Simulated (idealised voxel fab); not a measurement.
This is a process module. Its name is voxel tone inversion.
The cross-section shown here is cut; it is 230 nm wide and divided into square cells measuring 5 nm on a side.
Cross-section format: a grid of square cells, given as bands from top to bottom; each band is one or more rows of cells.
Quick guide to a band line: top height, bottom height (nm) up front; then every material left to right with its width in nm. Only one material and it's marked "throughout"? Then it fills the band edge to edge. And "empty" just means empty space.
Zero point of the height axis is 0; under it, received wafer = one material. Lowest band: continues down indefinitely, "0 nm and below".
The two numbers in a width such as "30->40" mark its ends across the band: the first belongs to the top row of cells, the second to the bottom row, and from each row to the next the width moves by the same amount.
You'll sometimes find "all unchanged" written for a step, and that's the way of saying that nowhere in the cross-section did a cell change during that step.
Enclosed voids (no open way to top), threshold 8 cells or more, entry "Closed void roster", notation width x height at distance, distance from left edge, nm.
Post-settings text on a step line: simulator's own remark regarding the step.
Steps that use a mask can have "overlay nm" on their line. It says how far the mask sat to the right of where it was meant to be. Negative means to the left.
**Set out below are the planned steps of the process**
1,RECEIVE [material Si]
2,CONFORMAL_DEP [material SiCN] [thk nm 10]
3,DIRECTIONAL_DEP [material aC] [thk nm 25]
4,PATTERN [tone cover] [mask id POSTS] [material resist] [width nm 20] [pitch nm 35] [thk nm 30] [overlay nm 0]
5,DIRECTIONAL_ETCH [etch materials aC] [depth nm 25]
6,STRIP [etch materials resist]
7,FILL_DEP [material SiO2] [thk nm 10]
8,CMP [height nm 35]
9,STRIP [etch materials aC]
**As-received state of the wafer in cross-section, equivalent to post-step 1**
    0 nm and below  Si throughout
    Closed void roster: none
**Cross-section taken at module completion on the first of two wafers; processed per the plan**
    35 nm to 10 nm  70 nm SiO2 / 20 nm empty / 15 nm SiO2 / 20 nm empty / 15 nm SiO2 / 20 nm empty / 70 nm SiO2
    10 nm to 0 nm  SiCN throughout
    0 nm and below  Si throughout
    Closed void roster: none
**Cross-section of the latter of the two wafers at module completion. It had an identical start and an identical plan to the former; in running it, one mistake was made**
    35 nm to 25 nm  SiCN throughout
    25 nm to 0 nm  aC throughout
    0 nm and below  Si throughout
    Closed void roster: none
Diagnosis: steps 2 and 3 run out of order (swapped)
FYI, end of process, the second wafer has more or fewer cells of some materials than the first: -170 SiO2; +230 aC
